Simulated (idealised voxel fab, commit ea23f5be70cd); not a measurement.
Process module, titled voxel self aligned vias
Cross-section cut spans 265 nm and uses square cells 5 nm in size.
Just so we're on the same page, the cross-sections are grids of square cells, and they're listed out in bands top to bottom, each band one or more rows deep.
Band: top height; bottom height; in nm. Then, left to right: material with width in nm, for each material. "full width": a single material spanning edge to edge. "empty": empty space.
Convention: height 0 is the level below which the wafer, as received, is all one material. The lowest band does not terminate at the bottom but continues downward, represented as "0 -> down".
A width given as "30 to 40" starts at the first number in the band's top row and ends at the second number in its bottom row, shifting by an equal amount at every step from row to row.
Given "everything unchanged" for a step, no cell of the cross-section differs between before and after that step.
Look at "Sealed void listing" for the closed voids: empty spaces with no open path to the top, sized 8 cells or up. Each is width x height at distance, distance from the left edge, all nm.
Past the settings on a step's line: simulator remark, on that step.
When a step includes a mask, the "overlay nm" setting on its line states how far to the right of its planned place that mask lay, and negative values state how far to the left.
Here's what the planned process steps look like:
1 RECEIVE (material Si)
2 CONFORMAL_DEP (material SiO2; thk nm 15)
3 CONFORMAL_DEP (material SiCN; thk nm 5)
4 DIRECTIONAL_DEP (material SiO2; thk nm 30)
5 MASKED_ETCH (tone open; mask id LINES; width nm 25; pitch nm 60; etch materials SiO2; depth nm 30; overlay nm 0)
6 CONFORMAL_DEP (material TiN; thk nm 5)
7 FILL_DEP (material W; thk nm 5)
8 CMP (height nm 50)
9 SELECTIVE_ETCH (etch materials W Ru TiN; depth nm 10)
10 FILL_DEP (material SiN; thk nm 10)
11 CMP (height nm 50)
12 DIRECTIONAL_DEP (material SiO2; thk nm 15)
13 MASKED_ETCH (tone open; mask id VIAS; width nm 45; pitch nm 60; etch materials SiO2; depth nm 15; overlay nm 0)
14 MASKED_ETCH (tone open; mask id VIAS; width nm 45; pitch nm 60; etch materials SiN; depth nm 10; overlay nm 0)
15 CONFORMAL_DEP (material TiN; thk nm 5)
16 FILL_DEP (material Ru; thk nm 5)
17 CMP (height nm 65)
18 CONFORMAL_DEP (material SiCN; thk nm 5)
First wafer out of two, processed as planned:
Cross-section: wafer on arrival = after step 1:
0 -> down: Si full width
Sealed void listing: none
Cross-section of the wafer subsequent to step 2:
15 -> 0: SiO2 full width
Nothing below the height 0 has changed.
Cross-section of the wafer subsequent to step 3:
20 -> 15: SiCN full width
Nothing below the height 15 has changed.
Cross-section of the wafer subsequent to step 4:
50 -> 20: SiO2 full width
Nothing below the height 20 has changed.
Cross-section of the wafer subsequent to step 5:
50 -> 20: SiO2 (60)  empty (25)  SiO2 (35)  empty (25)  SiO2 (35)  empty (25)  SiO2 (60)
Nothing below the height 20 has changed.
Cross-section of the wafer subsequent to step 6:
55 -> 50: TiN (65)  empty (15)  TiN (45)  empty (15)  TiN (45)  empty (15)  TiN (65)
50 -> 25: SiO2 (60)  TiN (5)  empty (15)  TiN (5)  SiO2 (35)  TiN (5)  empty (15)  TiN (5)  SiO2 (35)  TiN (5)  empty (15)  TiN (5)  SiO2 (60)
25 -> 20: SiO2 (60)  TiN (25)  SiO2 (35)  TiN (25)  SiO2 (35)  TiN (25)  SiO2 (60)
Nothing below the height 20 has changed.
Cross-section of the wafer subsequent to step 7:
60 -> 55: W full width
55 -> 50: TiN (65)  W (15)  TiN (45)  W (15)  TiN (45)  W (15)  TiN (65)
50 -> 25: SiO2 (60)  TiN (5)  W (15)  TiN (5)  SiO2 (35)  TiN (5)  W (15)  TiN (5)  SiO2 (35)  TiN (5)  W (15)  TiN (5)  SiO2 (60)
Nothing below the height 25 has changed.
Cross-section of the wafer subsequent to step 8:
50 -> 25: SiO2 (60)  TiN (5)  W (15)  TiN (5)  SiO2 (35)  TiN (5)  W (15)  TiN (5)  SiO2 (35)  TiN (5)  W (15)  TiN (5)  SiO2 (60)
Nothing below the height 25 has changed.
Cross-section of the wafer subsequent to step 9:
50 -> 40: SiO2 (60)  empty (25)  SiO2 (35)  empty (25)  SiO2 (35)  empty (25)  SiO2 (60)
Nothing below the height 40 has changed.
Cross-section of the wafer subsequent to step 10:
60 -> 50: SiN full width
50 -> 40: SiO2 (60)  SiN (25)  SiO2 (35)  SiN (25)  SiO2 (35)  SiN (25)  SiO2 (60)
Nothing below the height 40 has changed.
Cross-section of the wafer subsequent to step 11:
50 -> 40: SiO2 (60)  SiN (25)  SiO2 (35)  SiN (25)  SiO2 (35)  SiN (25)  SiO2 (60)
Nothing below the height 40 has changed.
Cross-section of the wafer subsequent to step 12:
65 -> 50: SiO2 full width
Nothing below the height 50 has changed.
Cross-section of the wafer subsequent to step 13:
65 -> 50: SiO2 (50)  empty (45)  SiO2 (15)  empty (45)  SiO2 (15)  empty (45)  SiO2 (50)
Nothing below the height 50 has changed.
Cross-section of the wafer subsequent to step 14:
65 -> 50: SiO2 (50)  empty (45)  SiO2 (15)  empty (45)  SiO2 (15)  empty (45)  SiO2 (50)
50 -> 40: SiO2 (60)  empty (25)  SiO2 (35)  empty (25)  SiO2 (35)  empty (25)  SiO2 (60)
Nothing below the height 40 has changed.
Cross-section of the wafer subsequent to step 15:
70 -> 65: TiN (55)  empty (35)  TiN (25)  empty (35)  TiN (25)  empty (35)  TiN (55)
65 -> 55: SiO2 (50)  TiN (5)  empty (35)  TiN (5)  SiO2 (15)  TiN (5)  empty (35)  TiN (5)  SiO2 (15)  TiN (5)  empty (35)  TiN (5)  SiO2 (50)
55 -> 45: SiO2 (50 to 60)  TiN (15 to 5)  empty (15)  TiN (15 to 5)  SiO2 (15 to 35)  TiN (15 to 5)  empty (15)  TiN (15 to 5)  SiO2 (15 to 35)  TiN (15 to 5)  empty (15)  TiN (15 to 5)  SiO2 (50 to 60)
45 -> 40: SiO2 (60)  TiN (25)  SiO2 (35)  TiN (25)  SiO2 (35)  TiN (25)  SiO2 (60)
Nothing below the height 40 has changed.
Cross-section of the wafer subsequent to step 16:
75 -> 70: Ru full width
70 -> 65: TiN (55)  Ru (35)  TiN (25)  Ru (35)  TiN (25)  Ru (35)  TiN (55)
65 -> 55: SiO2 (50)  TiN (5)  Ru (35)  TiN (5)  SiO2 (15)  TiN (5)  Ru (35)  TiN (5)  SiO2 (15)  TiN (5)  Ru (35)  TiN (5)  SiO2 (50)
55 -> 45: SiO2 (50 to 60)  TiN (15 to 5)  Ru (15)  TiN (15 to 5)  SiO2 (15 to 35)  TiN (15 to 5)  Ru (15)  TiN (15 to 5)  SiO2 (15 to 35)  TiN (15 to 5)  Ru (15)  TiN (15 to 5)  SiO2 (50 to 60)
Nothing below the height 45 has changed.
Cross-section of the wafer subsequent to step 17:
65 -> 55: SiO2 (50)  TiN (5)  Ru (35)  TiN (5)  SiO2 (15)  TiN (5)  Ru (35)  TiN (5)  SiO2 (15)  TiN (5)  Ru (35)  TiN (5)  SiO2 (50)
Nothing below the height 55 has changed.
Cross-section of the wafer subsequent to step 18:
70 -> 65: SiCN full width
Nothing below the height 65 has changed.
Okay, second wafer. Nothing different at the start, nothing different in the plan, just one mistake somewhere in the running. As far as step 12, counting that step, it's the first wafer all over again:
Second wafer, cut view, end of step 13 per plan:
65 -> 50: SiO2 (55)  empty (40)  SiO2 (20)  empty (40)  SiO2 (20)  empty (40)  SiO2 (50)
Nothing below the height 50 has changed.
Second wafer, cut view, end of step 14 per plan:
65 -> 50: SiO2 (55)  empty (40)  SiO2 (20)  empty (40)  SiO2 (20)  empty (40)  SiO2 (50)
50 -> 40: SiO2 (60)  empty (25)  SiO2 (35)  empty (25)  SiO2 (35)  empty (25)  SiO2 (60)
Nothing below the height 40 has changed.
Second wafer, cut view, end of step 15 per plan:
70 -> 65: TiN (60)  empty (30)  TiN (30)  empty (30)  TiN (30)  empty (30)  TiN (55)
65 -> 55: SiO2 (55)  TiN (5)  empty (30)  TiN (5)  SiO2 (20)  TiN (5)  empty (30)  TiN (5)  SiO2 (20)  TiN (5)  empty (30)  TiN (5)  SiO2 (50)
55 -> 45: SiO2 (55 to 60)  TiN (10 to 5)  empty (15)  TiN (15 to 5)  SiO2 (20 to 35)  TiN (10 to 5)  empty (15)  TiN (15 to 5)  SiO2 (20 to 35)  TiN (10 to 5)  empty (15)  TiN (15 to 5)  SiO2 (50 to 60)
45 -> 40: SiO2 (60)  TiN (25)  SiO2 (35)  TiN (25)  SiO2 (35)  TiN (25)  SiO2 (60)
Nothing below the height 40 has changed.
Second wafer, cut view, end of step 16 per plan:
75 -> 70: Ru full width
70 -> 65: TiN (60)  Ru (30)  TiN (30)  Ru (30)  TiN (30)  Ru (30)  TiN (55)
65 -> 55: SiO2 (55)  TiN (5)  Ru (30)  TiN (5)  SiO2 (20)  TiN (5)  Ru (30)  TiN (5)  SiO2 (20)  TiN (5)  Ru (30)  TiN (5)  SiO2 (50)
55 -> 45: SiO2 (55 to 60)  TiN (10 to 5)  Ru (15)  TiN (15 to 5)  SiO2 (20 to 35)  TiN (10 to 5)  Ru (15)  TiN (15 to 5)  SiO2 (20 to 35)  TiN (10 to 5)  Ru (15)  TiN (15 to 5)  SiO2 (50 to 60)
Nothing below the height 45 has changed.
Second wafer, cut view, end of step 17 per plan:
65 -> 55: SiO2 (55)  TiN (5)  Ru (30)  TiN (5)  SiO2 (20)  TiN (5)  Ru (30)  TiN (5)  SiO2 (20)  TiN (5)  Ru (30)  TiN (5)  SiO2 (50)
Nothing below the height 55 has changed.
Second wafer, cut view, end of step 18 per plan:
70 -> 65: SiCN full width
Nothing below the height 65 has changed.
Deviation from plan: for step 13, the planned setting was not used; the step was instead run as MASKED_ETCH (tone open; mask id VIAS; width nm 40; pitch nm 60; etch materials SiO2; depth nm 15; overlay nm 0)
The closing comparison, in cells, has the second wafer with more or fewer of some materials than the first: Ru -6, SiO2 +9, TiN -3
